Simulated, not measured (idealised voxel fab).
This is a process module. Its name is voxel transistor to metal.
The cross-section shown here is cut; it is 185 nm wide and divided into square cells measuring 5 nm on a side.
This document writes a cross-section as a grid whose cells are square, and gives it as bands, listed from the top down; one or more rows of cells form a band. The band entry comprises the height of the band's top followed by the height of its bottom, expressed in nm, and subsequently the band's materials from left to right, each stated together with its width in nm. Where a single material is marked with the word "throughout", that material fills the band from edge to edge. The word "blank" represents empty space. It should be noted that heights are counted from 0, beneath which the wafer as supplied is of one material throughout, and that the lowest band possesses no lower boundary but continues downward, as written in "from 0 down". A two-number width, for instance "30..40", indicates that the width is equal to the first number in the top row of the band and to the second number in the bottom row, and that it changes by a constant amount per row of cells. Take "no modification" at face value: in the step it is given for, the cross-section changed in none of its cells. "Completely sealed voids" enumerates empty spaces isolated from the top, with no open way to it, that contain at least 8 cells, giving each as width x height at distance from the left edge, all three in nm. after a step's settings: what the simulator itself notes on the step. The line of a step may include "overlay nm". On a step with a mask, this value is how far to the right of its planned place the mask lay. A negative value means the mask lay to the left.
## Process steps foreseen in the plan
1. RECEIVE, material Si
2. CONFORMAL_DEP, material SiO2, thk nm 5
3. CONFORMAL_DEP, material SiN, thk nm 10
4. MASKED_ETCH, tone cover, mask id ACTIVE, width nm 120, etch materials SiN, depth nm 10, overlay nm 0
5. MASKED_ETCH, tone cover, mask id ACTIVE, width nm 120, etch materials SiO2, depth nm 5, overlay nm 0
6. MASKED_ETCH, tone cover, mask id ACTIVE, width nm 120, etch materials Si, depth nm 20, overlay nm 0
7. OXIDIZE, depth nm 5
8. FILL_DEP, material SiO2, thk nm 5
9. CMP, height nm 15
10. SELECTIVE_ETCH, etch materials SiO2, depth nm 10
11. STRIP, etch materials SiN
12. SELECTIVE_ETCH, etch materials SiO2, depth nm 5
13. OXIDIZE, depth nm 5
14. DIRECTIONAL_DEP, material polySi, thk nm 25
15. DIRECTIONAL_DEP, material SiCN, thk nm 10
16. MASKED_ETCH, tone cover, mask id GATE, width nm 30, etch materials SiCN, depth nm 20, overlay nm 0
17. MASKED_ETCH, tone cover, mask id GATE, width nm 30, etch materials polySi, depth nm 35, overlay nm 0
18. CONFORMAL_DEP, material SiO2, thk nm 5
19. DIRECTIONAL_ETCH, etch materials SiO2, depth nm 5
20. CONFORMAL_DEP, material SiN, thk nm 5
21. DIRECTIONAL_ETCH, etch materials SiN, depth nm 5
22. DIRECTIONAL_ETCH, etch materials SiO2, depth nm 5
23. DIRECTIONAL_ETCH, etch materials Si, depth nm 15
24. EPI, material SiGe, thk nm 20
25. FILL_DEP, material SiO2, thk nm 10
26. CMP, height nm 25
27. STRIP, etch materials polySi
28. SELECTIVE_ETCH, etch materials SiO2, depth nm 5
29. CONFORMAL_DEP, material HfO2, thk nm 5
30. CONFORMAL_DEP, material TiN, thk nm 5
31. FILL_DEP, material W, thk nm 10
32. CMP, height nm 20
33. DIRECTIONAL_DEP, material SiO2, thk nm 10
34. DIRECTIONAL_DEP, material aC, thk nm 10
35. PATTERN, tone open, mask id CONTACT, material resist, width nm 20, pitch nm 90, thk nm 25, overlay nm 0
36. DIRECTIONAL_ETCH, etch materials aC, depth nm 10
37. STRIP, etch materials resist
38. DIRECTIONAL_ETCH, etch materials SiO2, depth nm 30
39. STRIP, etch materials aC
40. CONFORMAL_DEP, material TiN, thk nm 5
41. FILL_DEP, material Ru, thk nm 5
42. CMP, height nm 30
43. CONFORMAL_DEP, material SiCN, thk nm 5
44. DIRECTIONAL_DEP, material lowk, thk nm 25
45. DIRECTIONAL_DEP, material aC, thk nm 15
46. PATTERN, tone open, mask id METAL_1, material resist, width nm 20, pitch nm 90, thk nm 35, overlay nm 0
47. DIRECTIONAL_ETCH, etch materials aC, depth nm 15
48. STRIP, etch materials resist
49. DIRECTIONAL_ETCH, etch materials lowk, depth nm 25
50. DIRECTIONAL_ETCH, etch materials SiCN, depth nm 5
51. STRIP, etch materials aC
52. CONFORMAL_DEP, material TiN, thk nm 5
53. FILL_DEP, material Ru, thk nm 5
54. CMP, height nm 60
55. CONFORMAL_DEP, material SiCN, thk nm 5
## As received (post step 1): cross-section
* from 0 down: Si throughout
* Completely sealed voids: none
## Here's the wafer cut in cross-section after the module, started and planned just like above, except one thing was done wrong in the run
* from 65 to 60: SiCN throughout
* from 60 to 35: lowk 35 nm  TiN 5 nm  Ru 10 nm  TiN 5 nm  lowk 70 nm  TiN 5 nm  Ru 10 nm  TiN 5 nm  lowk 40 nm
* from 35 to 30: SiCN 35 nm  TiN 20 nm  SiCN 70 nm  TiN 20 nm  SiCN 40 nm
* from 30 to 20: SiO2 40 nm  TiN 5 nm  Ru 10 nm  TiN 5 nm  SiO2 70 nm  TiN 5 nm  Ru 10 nm  TiN 5 nm  SiO2 35 nm
* from 20 to 15: SiO2 40 nm  TiN 20 nm  SiO2 5 nm  SiN 5 nm  HfO2 5 nm  TiN 5 nm  W 20 nm  TiN 5 nm  HfO2 5 nm  SiN 5 nm  SiO2 15 nm  TiN 10 nm  Ru 5 nm  TiN 5 nm  SiO2 35 nm
* from 15 to 5: SiO2 40 nm  TiN 5 nm  SiGe 20 nm  SiN 5 nm  HfO2 5 nm  TiN 5 nm  W 20 nm  TiN 5 nm  HfO2 5 nm  SiN 5 nm  SiGe 20 nm  TiN 5 nm  Ru 5 nm  TiN 5 nm  SiO2 35 nm
* from 5 to 0: SiO2 40 nm  TiN 5 nm  SiGe 20 nm  SiN 5 nm  HfO2 5 nm  TiN 30 nm  HfO2 5 nm  SiN 5 nm  SiGe 20 nm  TiN 15 nm  SiO2 35 nm
* from 0 to -5: SiO2 30 nm  SiGe 35 nm  SiO2 5 nm  HfO2 40 nm  SiO2 5 nm  SiGe 35 nm  SiO2 35 nm
* from -5 to -20: SiO2 35 nm  SiGe 30 nm  Si 50 nm  SiGe 30 nm  SiO2 40 nm
* from -20 to -25: SiO2 35 nm  Si 110 nm  SiO2 40 nm
* from -25 down: Si throughout
* Completely sealed voids: none
Deviation noted in wafer processing: off-plan run, step 35, actual operation and settings PATTERN, tone open, mask id CONTACT, material resist, width nm 20, pitch nm 90, thk nm 25, overlay nm 5
